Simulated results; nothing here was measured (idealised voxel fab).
Module name: voxel wiring stack (process module)
In the cross-section labelled cut, the width is 240 nm and each square cell is 5 nm.
Reading order for cross-sections: top band down to bottom band. Underlying form: a grid of square cells. Band size: one or more rows of cells.
A band entry consists of two parts. The first gives the height of the band's top and the height of its bottom, in nm. The rest lists the band's materials from left to right, each with its width in nm. A single material labelled with the word "throughout" fills the band from edge to edge, and the word "blank" marks empty space.
Height datum 0, below which the as-received substrate wafer is one material. Lowest band open at the bottom, running downward: "from 0 down".
The two numbers in a width such as "30..40" mark its ends across the band: the first belongs to the top row of cells, the second to the bottom row, and from each row to the next the width moves by the same amount.
"all unchanged" after a step means that no cell of the cross-section changed.
The entry titled "Closed internal cavities" provides the empty spaces that have no open way to the top, restricted to those of 8 cells or more. Each is presented as width x height at distance, the distance being measured from the left edge, with all three in nm.
What comes after the settings on a step's line is commentary from the simulator itself on that step.
A step's line can hold "overlay nm"; with a mask on that step, the setting says how far right of the planned place the mask lay, while a negative setting says it lay to the left.

Process steps - plan:
step 1: RECEIVE | material Si
step 2: CONFORMAL_DEP | material SiO2 | thk nm 10
step 3: DIRECTIONAL_DEP | material TiN | thk nm 5
step 4: DIRECTIONAL_DEP | material Ru | thk nm 20
step 5: MASKED_ETCH | tone cover | mask id METAL_1 | width nm 20 | pitch nm 40 | etch materials Ru | depth nm 20 | overlay nm 0
step 6: MASKED_ETCH | tone cover | mask id METAL_1 | width nm 20 | pitch nm 40 | etch materials TiN | depth nm 5 | overlay nm 0
step 7: FILL_DEP | material SiO2 | thk nm 5
step 8: CMP | height nm 35
step 9: CONFORMAL_DEP | material SiCN | thk nm 5
step 10: DIRECTIONAL_DEP | material lowk | thk nm 10
step 11: MASKED_ETCH | tone open | mask id PLUG_1 | width nm 15 | pitch nm 80 | etch materials lowk | depth nm 10 | overlay nm 0
step 12: MASKED_ETCH | tone open | mask id PLUG_1 | width nm 15 | pitch nm 80 | etch materials SiCN | depth nm 5 | overlay nm 0
step 13: CONFORMAL_DEP | material TiN | thk nm 5
step 14: FILL_DEP | material Ru | thk nm 10
step 15: CMP | height nm 50
step 16: DIRECTIONAL_DEP | material TiN | thk nm 5
step 17: DIRECTIONAL_DEP | material Ru | thk nm 20
step 18: PATTERN | tone cover | mask id METAL_2 | material resist | width nm 20 | pitch nm 40 | thk nm 20 | overlay nm 0
step 19: DIRECTIONAL_ETCH | etch materials Ru | depth nm 20
step 20: DIRECTIONAL_ETCH | etch materials TiN | depth nm 5
step 21: STRIP | etch materials resist
step 22: CONFORMAL_DEP | material SiCN | thk nm 5
step 23: FILL_DEP | material lowk | thk nm 5
step 24: CMP | height nm 75
step 25: CONFORMAL_DEP | material SiCN | thk nm 5

First of the two wafers, run per plan:

As-received wafer cross-section (after step 1):
- from 0 down | Si throughout
- Closed internal cavities: none

Cross-section of the wafer after step 2:
- from 10 to 0 | SiO2 throughout
- Below 0 it's all the same as before, nothing changed down there.

Cross-section of the wafer after step 3:
- from 15 to 10 | TiN throughout
- Below 10 it's all the same as before, nothing changed down there.

Cross-section of the wafer after step 4:
- from 35 to 15 | Ru throughout
- Below 15 it's all the same as before, nothing changed down there.

Cross-section of the wafer after step 5:
- from 35 to 15 | 70 of blank | 20 of Ru | 20 of blank | 20 of Ru | 20 of blank | 20 of Ru | 70 of blank
- Below 15 it's all the same as before, nothing changed down there.

Cross-section of the wafer after step 6:
- from 35 to 15 | 70 of blank | 20 of Ru | 20 of blank | 20 of Ru | 20 of blank | 20 of Ru | 70 of blank
- from 15 to 10 | 70 of blank | 20 of TiN | 20 of blank | 20 of TiN | 20 of blank | 20 of TiN | 70 of blank
- Below 10 it's all the same as before, nothing changed down there.

Cross-section of the wafer after step 7:
- from 40 to 35 | SiO2 throughout
- from 35 to 15 | 70 of SiO2 | 20 of Ru | 20 of SiO2 | 20 of Ru | 20 of SiO2 | 20 of Ru | 70 of SiO2
- from 15 to 10 | 70 of SiO2 | 20 of TiN | 20 of SiO2 | 20 of TiN | 20 of SiO2 | 20 of TiN | 70 of SiO2
- Below 10 it's all the same as before, nothing changed down there.

Cross-section of the wafer after step 8:
- from 35 to 15 | 70 of SiO2 | 20 of Ru | 20 of SiO2 | 20 of Ru | 20 of SiO2 | 20 of Ru | 70 of SiO2
- Below 15 it's all the same as before, nothing changed down there.

Cross-section of the wafer after step 9:
- from 40 to 35 | SiCN throughout
- Below 35 it's all the same as before, nothing changed down there.

Cross-section of the wafer after step 10:
- from 50 to 40 | lowk throughout
- Below 40 it's all the same as before, nothing changed down there.

Cross-section of the wafer after step 11:
- from 50 to 40 | 70 of lowk | 15 of blank | 65 of lowk | 15 of blank | 75 of lowk
- Below 40 it's all the same as before, nothing changed down there.

Cross-section of the wafer after step 12:
- from 50 to 40 | 70 of lowk | 15 of blank | 65 of lowk | 15 of blank | 75 of lowk
- from 40 to 35 | 70 of SiCN | 15 of blank | 65 of SiCN | 15 of blank | 75 of SiCN
- Below 35 it's all the same as before, nothing changed down there.

Cross-section of the wafer after step 13:
- from 55 to 50 | 75 of TiN | 5 of blank | 75 of TiN | 5 of blank | 80 of TiN
- from 50 to 40 | 70 of lowk | 5 of TiN | 5 of blank | 5 of TiN | 65 of lowk | 5 of TiN | 5 of blank | 5 of TiN | 75 of lowk
- from 40 to 35 | 70 of SiCN | 15 of TiN | 65 of SiCN | 15 of TiN | 75 of SiCN
- Below 35 it's all the same as before, nothing changed down there.

Cross-section of the wafer after step 14:
- from 65 to 55 | Ru throughout
- from 55 to 50 | 75 of TiN | 5 of Ru | 75 of TiN | 5 of Ru | 80 of TiN
- from 50 to 40 | 70 of lowk | 5 of TiN | 5 of Ru | 5 of TiN | 65 of lowk | 5 of TiN | 5 of Ru | 5 of TiN | 75 of lowk
- Below 40 it's all the same as before, nothing changed down there.

Cross-section of the wafer after step 15:
- from 50 to 40 | 70 of lowk | 5 of TiN | 5 of Ru | 5 of TiN | 65 of lowk | 5 of TiN | 5 of Ru | 5 of TiN | 75 of lowk
- Below 40 it's all the same as before, nothing changed down there.

Cross-section of the wafer after step 16:
- from 55 to 50 | TiN throughout
- Below 50 it's all the same as before, nothing changed down there.

Cross-section of the wafer after step 17:
- from 75 to 55 | Ru throughout
- Below 55 it's all the same as before, nothing changed down there.

Cross-section of the wafer after step 18:
- from 95 to 75 | 70 of blank | 20 of resist | 20 of blank | 20 of resist | 20 of blank | 20 of resist | 70 of blank
- Below 75 it's all the same as before, nothing changed down there.

Cross-section of the wafer after step 19:
- from 95 to 75 | 70 of blank | 20 of resist | 20 of blank | 20 of resist | 20 of blank | 20 of resist | 70 of blank
- from 75 to 55 | 70 of blank | 20 of Ru | 20 of blank | 20 of Ru | 20 of blank | 20 of Ru | 70 of blank
- Below 55 it's all the same as before, nothing changed down there.

Cross-section of the wafer after step 20:
- from 95 to 75 | 70 of blank | 20 of resist | 20 of blank | 20 of resist | 20 of blank | 20 of resist | 70 of blank
- from 75 to 55 | 70 of blank | 20 of Ru | 20 of blank | 20 of Ru | 20 of blank | 20 of Ru | 70 of blank
- from 55 to 50 | 70 of blank | 20 of TiN | 20 of blank | 20 of TiN | 20 of blank | 20 of TiN | 70 of blank
- Below 50 it's all the same as before, nothing changed down there.

Cross-section of the wafer after step 21:
- from 75 to 55 | 70 of blank | 20 of Ru | 20 of blank | 20 of Ru | 20 of blank | 20 of Ru | 70 of blank
- Below 55 it's all the same as before, nothing changed down there.

Cross-section of the wafer after step 22:
- from 80 to 75 | 65 of blank | 30 of SiCN | 10 of blank | 30 of SiCN | 10 of blank | 30 of SiCN | 65 of blank
- from 75 to 55 | 65 of blank | 5 of SiCN | 20 of Ru | 5 of SiCN | 10 of blank | 5 of SiCN | 20 of Ru | 5 of SiCN | 10 of blank | 5 of SiCN | 20 of Ru | 5 of SiCN | 65 of blank
- from 55 to 50 | 70 of SiCN | 20 of TiN | 20 of SiCN | 20 of TiN | 20 of SiCN | 20 of TiN | 70 of SiCN
- Below 50 it's all the same as before, nothing changed down there.

Cross-section of the wafer after step 23:
- from 85 to 80 | lowk throughout
- from 80 to 75 | 65 of lowk | 30 of SiCN | 10 of lowk | 30 of SiCN | 10 of lowk | 30 of SiCN | 65 of lowk
- from 75 to 55 | 65 of lowk | 5 of SiCN | 20 of Ru | 5 of SiCN | 10 of lowk | 5 of SiCN | 20 of Ru | 5 of SiCN | 10 of lowk | 5 of SiCN | 20 of Ru | 5 of SiCN | 65 of lowk
- Below 55 it's all the same as before, nothing changed down there.

Cross-section of the wafer after step 24:
- from 75 to 55 | 65 of lowk | 5 of SiCN | 20 of Ru | 5 of SiCN | 10 of lowk | 5 of SiCN | 20 of Ru | 5 of SiCN | 10 of lowk | 5 of SiCN | 20 of Ru | 5 of SiCN | 65 of lowk
- Below 55 it's all the same as before, nothing changed down there.

Cross-section of the wafer after step 25:
- from 80 to 75 | SiCN throughout
- Below 75 it's all the same as before, nothing changed down there.

The second wafer was prepared from the same starting point and under the same plan as the first; its processing contained one mistake, and it remains indistinguishable from the first wafer up to and including step 6:

Cross-section of the second wafer when, according to plan, step 7 should have finished:
- from 40 to 15 | Ru throughout
- from 15 to 10 | 70 of Ru | 20 of TiN | 20 of Ru | 20 of TiN | 20 of Ru | 20 of TiN | 70 of Ru
- Below 10 it's all the same as before, nothing changed down there.

Cross-section of the second wafer when, according to plan, step 8 should have finished:
- from 35 to 15 | Ru throughout
- Below 15 it's all the same as before, nothing changed down there.

Cross-section of the second wafer when, according to plan, step 9 should have finished:
- from 40 to 35 | SiCN throughout
- Below 35 it's all the same as before, nothing changed down there.

Cross-section of the second wafer when, according to plan, step 10 should have finished:
- from 50 to 40 | lowk throughout
- Below 40 it's all the same as before, nothing changed down there.

Cross-section of the second wafer when, according to plan, step 11 should have finished:
- from 50 to 40 | 70 of lowk | 15 of blank | 65 of lowk | 15 of blank | 75 of lowk
- Below 40 it's all the same as before, nothing changed down there.

Cross-section of the second wafer when, according to plan, step 12 should have finished:
- from 50 to 40 | 70 of lowk | 15 of blank | 65 of lowk | 15 of blank | 75 of lowk
- from 40 to 35 | 70 of SiCN | 15 of blank | 65 of SiCN | 15 of blank | 75 of SiCN
- Below 35 it's all the same as before, nothing changed down there.

Cross-section of the second wafer when, according to plan, step 13 should have finished:
- from 55 to 50 | 75 of TiN | 5 of blank | 75 of TiN | 5 of blank | 80 of TiN
- from 50 to 40 | 70 of lowk | 5 of TiN | 5 of blank | 5 of TiN | 65 of lowk | 5 of TiN | 5 of blank | 5 of TiN | 75 of lowk
- from 40 to 35 | 70 of SiCN | 15 of TiN | 65 of SiCN | 15 of TiN | 75 of SiCN
- Below 35 it's all the same as before, nothing changed down there.

Cross-section of the second wafer when, according to plan, step 14 should have finished:
- from 65 to 55 | Ru throughout
- from 55 to 50 | 75 of TiN | 5 of Ru | 75 of TiN | 5 of Ru | 80 of TiN
- from 50 to 40 | 70 of lowk | 5 of TiN | 5 of Ru | 5 of TiN | 65 of lowk | 5 of TiN | 5 of Ru | 5 of TiN | 75 of lowk
- Below 40 it's all the same as before, nothing changed down there.

Cross-section of the second wafer when, according to plan, step 15 should have finished:
- from 50 to 40 | 70 of lowk | 5 of TiN | 5 of Ru | 5 of TiN | 65 of lowk | 5 of TiN | 5 of Ru | 5 of TiN | 75 of lowk
- Below 40 it's all the same as before, nothing changed down there.

Cross-section of the second wafer when, according to plan, step 16 should have finished:
- from 55 to 50 | TiN throughout
- Below 50 it's all the same as before, nothing changed down there.

Cross-section of the second wafer when, according to plan, step 17 should have finished:
- from 75 to 55 | Ru throughout
- Below 55 it's all the same as before, nothing changed down there.

Cross-section of the second wafer when, according to plan, step 18 should have finished:
- from 95 to 75 | 70 of blank | 20 of resist | 20 of blank | 20 of resist | 20 of blank | 20 of resist | 70 of blank
- Below 75 it's all the same as before, nothing changed down there.

Cross-section of the second wafer when, according to plan, step 19 should have finished:
- from 95 to 75 | 70 of blank | 20 of resist | 20 of blank | 20 of resist | 20 of blank | 20 of resist | 70 of blank
- from 75 to 55 | 70 of blank | 20 of Ru | 20 of blank | 20 of Ru | 20 of blank | 20 of Ru | 70 of blank
- Below 55 it's all the same as before, nothing changed down there.

Cross-section of the second wafer when, according to plan, step 20 should have finished:
- from 95 to 75 | 70 of blank | 20 of resist | 20 of blank | 20 of resist | 20 of blank | 20 of resist | 70 of blank
- from 75 to 55 | 70 of blank | 20 of Ru | 20 of blank | 20 of Ru | 20 of blank | 20 of Ru | 70 of blank
- from 55 to 50 | 70 of blank | 20 of TiN | 20 of blank | 20 of TiN | 20 of blank | 20 of TiN | 70 of blank
- Below 50 it's all the same as before, nothing changed down there.

Cross-section of the second wafer when, according to plan, step 21 should have finished:
- from 75 to 55 | 70 of blank | 20 of Ru | 20 of blank | 20 of Ru | 20 of blank | 20 of Ru | 70 of blank
- Below 55 it's all the same as before, nothing changed down there.

Cross-section of the second wafer when, according to plan, step 22 should have finished:
- from 80 to 75 | 65 of blank | 30 of SiCN | 10 of blank | 30 of SiCN | 10 of blank | 30 of SiCN | 65 of blank
- from 75 to 55 | 65 of blank | 5 of SiCN | 20 of Ru | 5 of SiCN | 10 of blank | 5 of SiCN | 20 of Ru | 5 of SiCN | 10 of blank | 5 of SiCN | 20 of Ru | 5 of SiCN | 65 of blank
- from 55 to 50 | 70 of SiCN | 20 of TiN | 20 of SiCN | 20 of TiN | 20 of SiCN | 20 of TiN | 70 of SiCN
- Below 50 it's all the same as before, nothing changed down there.

Cross-section of the second wafer when, according to plan, step 23 should have finished:
- from 85 to 80 | lowk throughout
- from 80 to 75 | 65 of lowk | 30 of SiCN | 10 of lowk | 30 of SiCN | 10 of lowk | 30 of SiCN | 65 of lowk
- from 75 to 55 | 65 of lowk | 5 of SiCN | 20 of Ru | 5 of SiCN | 10 of lowk | 5 of SiCN | 20 of Ru | 5 of SiCN | 10 of lowk | 5 of SiCN | 20 of Ru | 5 of SiCN | 65 of lowk
- Below 55 it's all the same as before, nothing changed down there.

Cross-section of the second wafer when, according to plan, step 24 should have finished:
- from 75 to 55 | 65 of lowk | 5 of SiCN | 20 of Ru | 5 of SiCN | 10 of lowk | 5 of SiCN | 20 of Ru | 5 of SiCN | 10 of lowk | 5 of SiCN | 20 of Ru | 5 of SiCN | 65 of lowk
- Below 55 it's all the same as before, nothing changed down there.

Cross-section of the second wafer when, according to plan, step 25 should have finished:
- from 80 to 75 | SiCN throughout
- Below 75 it's all the same as before, nothing changed down there.
Processing error: not per plan at step 7, really ran FILL_DEP | material Ru | thk nm 5
Bottom line after processing is that, in cells, the second wafer is up or down on some materials versus the first: Ru +180; SiO2 -180
